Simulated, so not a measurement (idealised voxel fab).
Documented hereafter: the process module known as voxel self aligned vias.
In the cross-section labelled cut, the width is 160 nm and each square cell is 5 nm.
Cross-section format: a grid of square cells, given as bands from top to bottom; each band is one or more rows of cells.
The band entry comprises the height of the band's top followed by the height of its bottom, expressed in nm, and subsequently the band's materials from left to right, each stated together with its width in nm. Where a single material is marked with the word "all across", that material fills the band from edge to edge. The word "empty" represents empty space.
It should be noted that heights are counted from 0, beneath which the wafer as supplied is of one material throughout, and that the lowest band possesses no lower boundary but continues downward, as written in "0 down".
Quick explanation for "30 to 40": the width changes in equal steps down the rows of cells, from the first number in the band's top row to the second number in its bottom row.
A step reported as "nothing changed" is a step in which no cell of the cross-section changed.
In the "Closed void inventory" entry, you get each enclosed empty space of 8 cells or more, one with no open way to the top, written width x height at distance, distance from the left edge, in nm.
What comes after the settings on a step's line is commentary from the simulator itself on that step.
overlay nm: how far to the right of its planned place the mask lay on this masked step (negative: to the left).
## The process steps that were planned are listed below
- 1: RECEIVE | material Si
- 2: CONFORMAL_DEP | material SiO2 | thk nm 15
- 3: CONFORMAL_DEP | material SiCN | thk nm 5
- 4: DIRECTIONAL_DEP | material SiO2 | thk nm 30
- 5: DIRECTIONAL_DEP | material aC | thk nm 10
- 6: PATTERN | tone open | mask id LINES | material resist | width nm 20 | pitch nm 55 | thk nm 25 | overlay nm 0
- 7: DIRECTIONAL_ETCH | etch materials aC | depth nm 10
- 8: STRIP | etch materials resist
- 9: DIRECTIONAL_ETCH | etch materials SiO2 | depth nm 30
- 10: STRIP | etch materials aC
- 11: CONFORMAL_DEP | material TiN | thk nm 5
- 12: FILL_DEP | material Ru | thk nm 10
- 13: CMP | height nm 50
- 14: SELECTIVE_ETCH | etch materials W Ru TiN | depth nm 10
- 15: FILL_DEP | material SiN | thk nm 10
- 16: CMP | height nm 50
- 17: DIRECTIONAL_DEP | material SiO2 | thk nm 20
- 18: PATTERN | tone open | mask id VIAS | material resist | width nm 30 | thk nm 20 | overlay nm 0
- 19: DIRECTIONAL_ETCH | etch materials SiO2 | depth nm 20
- 20: DIRECTIONAL_ETCH | etch materials SiN | depth nm 10
- 21: STRIP | etch materials resist
- 22: CONFORMAL_DEP | material TiN | thk nm 5
- 23: FILL_DEP | material Cu | thk nm 5
- 24: CMP | height nm 70
- 25: CONFORMAL_DEP | material SiN | thk nm 5
## Of two wafers, the first: run according to plan
## Delivered wafer in cross-section: state after step 1
0 down: Si all across
Closed void inventory: none
## Wafer after step 2 (cross-section)
15 to 0: SiO2 all across
For the remainder of the cross-section, below 0, there is no change.
## Wafer after step 3 (cross-section)
20 to 15: SiCN all across
For the remainder of the cross-section, below 15, there is no change.
## Wafer after step 4 (cross-section)
50 to 20: SiO2 all across
For the remainder of the cross-section, below 20, there is no change.
## Wafer after step 5 (cross-section)
60 to 50: aC all across
For the remainder of the cross-section, below 50, there is no change.
## Wafer after step 6 (cross-section)
85 to 60: 40 resist, 20 empty, 35 resist, 20 empty, 45 resist
For the remainder of the cross-section, below 60, there is no change.
## Wafer after step 7 (cross-section)
75 to 60: 40 resist, 20 empty, 35 resist, 20 empty, 45 resist
60 to 50: 40 aC, 20 empty, 35 aC, 20 empty, 45 aC
For the remainder of the cross-section, below 50, there is no change.
## Wafer after step 8 (cross-section)
60 to 50: 40 aC, 20 empty, 35 aC, 20 empty, 45 aC
For the remainder of the cross-section, below 50, there is no change.
## Wafer after step 9 (cross-section)
60 to 50: 40 aC, 20 empty, 35 aC, 20 empty, 45 aC
50 to 20: 40 SiO2, 20 empty, 35 SiO2, 20 empty, 45 SiO2
For the remainder of the cross-section, below 20, there is no change.
## Wafer after step 10 (cross-section)
50 to 20: 40 SiO2, 20 empty, 35 SiO2, 20 empty, 45 SiO2
For the remainder of the cross-section, below 20, there is no change.
## Wafer after step 11 (cross-section)
55 to 50: 45 TiN, 10 empty, 45 TiN, 10 empty, 50 TiN
50 to 25: 40 SiO2, 5 TiN, 10 empty, 5 TiN, 35 SiO2, 5 TiN, 10 empty, 5 TiN, 45 SiO2
25 to 20: 40 SiO2, 20 TiN, 35 SiO2, 20 TiN, 45 SiO2
For the remainder of the cross-section, below 20, there is no change.
## Wafer after step 12 (cross-section)
65 to 55: Ru all across
55 to 50: 45 TiN, 10 Ru, 45 TiN, 10 Ru, 50 TiN
50 to 25: 40 SiO2, 5 TiN, 10 Ru, 5 TiN, 35 SiO2, 5 TiN, 10 Ru, 5 TiN, 45 SiO2
For the remainder of the cross-section, below 25, there is no change.
## Wafer after step 13 (cross-section)
50 to 25: 40 SiO2, 5 TiN, 10 Ru, 5 TiN, 35 SiO2, 5 TiN, 10 Ru, 5 TiN, 45 SiO2
For the remainder of the cross-section, below 25, there is no change.
## Wafer after step 14 (cross-section)
50 to 40: 40 SiO2, 20 empty, 35 SiO2, 20 empty, 45 SiO2
For the remainder of the cross-section, below 40, there is no change.
## Wafer after step 15 (cross-section)
60 to 50: SiN all across
50 to 40: 40 SiO2, 20 SiN, 35 SiO2, 20 SiN, 45 SiO2
For the remainder of the cross-section, below 40, there is no change.
## Wafer after step 16 (cross-section)
50 to 40: 40 SiO2, 20 SiN, 35 SiO2, 20 SiN, 45 SiO2
For the remainder of the cross-section, below 40, there is no change.
## Wafer after step 17 (cross-section)
70 to 50: SiO2 all across
For the remainder of the cross-section, below 50, there is no change.
## Wafer after step 18 (cross-section)
90 to 70: 35 resist, 30 empty, 95 resist
For the remainder of the cross-section, below 70, there is no change.
## Wafer after step 19 (cross-section)
90 to 70: 35 resist, 30 empty, 95 resist
70 to 50: 35 SiO2, 30 empty, 95 SiO2
For the remainder of the cross-section, below 50, there is no change.
## Wafer after step 20 (cross-section)
90 to 70: 35 resist, 30 empty, 95 resist
70 to 50: 35 SiO2, 30 empty, 95 SiO2
50 to 40: 40 SiO2, 20 empty, 35 SiO2, 20 SiN, 45 SiO2
For the remainder of the cross-section, below 40, there is no change.
## Wafer after step 21 (cross-section)
70 to 50: 35 SiO2, 30 empty, 95 SiO2
For the remainder of the cross-section, below 50, there is no change.
## Wafer after step 22 (cross-section)
75 to 70: 40 TiN, 20 empty, 100 TiN
70 to 55: 35 SiO2, 5 TiN, 20 empty, 5 TiN, 95 SiO2
55 to 50: 35 SiO2, 10 TiN, 10 empty, 10 TiN, 95 SiO2
50 to 45: 40 SiO2, 5 TiN, 10 empty, 5 TiN, 35 SiO2, 20 SiN, 45 SiO2
45 to 40: 40 SiO2, 20 TiN, 35 SiO2, 20 SiN, 45 SiO2
For the remainder of the cross-section, below 40, there is no change.
## Wafer after step 23 (cross-section)
80 to 75: Cu all across
75 to 70: 40 TiN, 20 Cu, 100 TiN
70 to 55: 35 SiO2, 5 TiN, 20 Cu, 5 TiN, 95 SiO2
55 to 50: 35 SiO2, 10 TiN, 10 Cu, 10 TiN, 95 SiO2
50 to 45: 40 SiO2, 5 TiN, 10 Cu, 5 TiN, 35 SiO2, 20 SiN, 45 SiO2
For the remainder of the cross-section, below 45, there is no change.
## Wafer after step 24 (cross-section)
70 to 55: 35 SiO2, 5 TiN, 20 Cu, 5 TiN, 95 SiO2
For the remainder of the cross-section, below 55, there is no change.
## Wafer after step 25 (cross-section)
75 to 70: SiN all across
For the remainder of the cross-section, below 70, there is no change.
## Second wafer, same starting conditions and recipe as the first, one mistake in executing it, nothing differs from the first up to and including step 15
## Second wafer at the planned finish of step 16, seen in cross-section
40 to 25: 40 SiO2, 5 TiN, 10 Ru, 5 TiN, 35 SiO2, 5 TiN, 10 Ru, 5 TiN, 45 SiO2
For the remainder of the cross-section, below 25, there is no change.
## Second wafer at the planned finish of step 17, seen in cross-section
60 to 40: SiO2 all across
For the remainder of the cross-section, below 40, there is no change.
## Second wafer at the planned finish of step 18, seen in cross-section
80 to 60: 35 resist, 30 empty, 95 resist
For the remainder of the cross-section, below 60, there is no change.
## Second wafer at the planned finish of step 19, seen in cross-section
80 to 60: 35 resist, 30 empty, 95 resist
60 to 40: 35 SiO2, 30 empty, 95 SiO2
For the remainder of the cross-section, below 40, there is no change.
Second wafer at the planned finish of step 20, seen in cross-section: nothing changed
## Second wafer at the planned finish of step 21, seen in cross-section
60 to 40: 35 SiO2, 30 empty, 95 SiO2
For the remainder of the cross-section, below 40, there is no change.
## Second wafer at the planned finish of step 22, seen in cross-section
65 to 60: 40 TiN, 20 empty, 100 TiN
60 to 45: 35 SiO2, 5 TiN, 20 empty, 5 TiN, 95 SiO2
45 to 40: 35 SiO2, 30 TiN, 95 SiO2
For the remainder of the cross-section, below 40, there is no change.
## Second wafer at the planned finish of step 23, seen in cross-section
70 to 65: Cu all across
65 to 60: 40 TiN, 20 Cu, 100 TiN
60 to 45: 35 SiO2, 5 TiN, 20 Cu, 5 TiN, 95 SiO2
For the remainder of the cross-section, below 45, there is no change.
Second wafer at the planned finish of step 24, seen in cross-section: nothing changed
## Second wafer at the planned finish of step 25, seen in cross-section
75 to 70: SiN all across
For the remainder of the cross-section, below 70, there is no change.
What went wrong in running the wafer? step 16 ran as: CMP | height nm 40
Per the end-of-run cell counts, the second wafer holds more or fewer of some materials than the first: 32 more of Cu | 8 fewer of SiN | 48 fewer of SiO2 | 24 more of TiN
